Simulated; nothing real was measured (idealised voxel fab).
Herein follows the process module entitled voxel local oxidation.
Cross-section cut: width 265 nm, square cells of 5 nm.
Cross-section = grid of square cells, listed top down in bands; band = one or more rows.
Heights first: top, then bottom, in nm. Then materials, left to right, each with a width in nm. "throughout" on a single material: fills the band edge to edge. "air": empty space.
Counting heights begins at 0, where everything beneath is, in the wafer as received, one material. The lowest band has no bottom; it goes on downwards, as "0 -> down" shows.
When a width is written as two numbers, as in "30 to 40", the first number is the width in the top row of cells of the band and the second is the width in its bottom row, and the width changes by the same amount from each row to the next.
Where the words "nothing different" appear for a step, the cross-section shows no cell changed by that step; every cell remained as before.
"Fully closed voids" - sealed voids, min. 8 cells, no opening to top; format: width x height at distance (distance from left edge; nm throughout).
Where a step's line continues beyond its settings, the continuation is a remark by the simulator itself on that step.
overlay nm: on a step with a mask, how far right of its planned place the mask lay; negative means left.

These are the steps we planned for the process:
step 1: op RECEIVE | material Si
step 2: op OXIDIZE | depth nm 5
step 3: op CONFORMAL_DEP | material SiN | thk nm 15
step 4: op MASKED_ETCH | tone cover | mask id ACTIVE | width nm 105 | pitch nm 125 | etch materials SiN | depth nm 15 | overlay nm 0
step 5: op SELECTIVE_ETCH | etch materials SiO2 | depth nm 5
step 6: op OXIDIZE | depth nm 15
step 7: op STRIP | etch materials SiN

Cross-sectional view of the wafer in its as-received condition, corresponding to the state after step 1:
	0 -> down | Si throughout
	Fully closed voids: none

Below is the wafer in cross-section after the module was completed. It began from the starting point shown above and followed the plan shown above, except that one mistake was made while running it:
	0 -> -5 | 30 of air  75 of SiO2  50 of air  75 of SiO2  35 of air
	-5 -> -20 | 45 of SiO2  45 of Si  80 of SiO2  45 of Si  50 of SiO2
	-20 -> down | Si throughout
	Fully closed voids: none
The mistake made against the process plan was this: in deviation from the planned setting, step 5 was conducted as op SELECTIVE_ETCH | etch materials SiO2 | depth nm 15
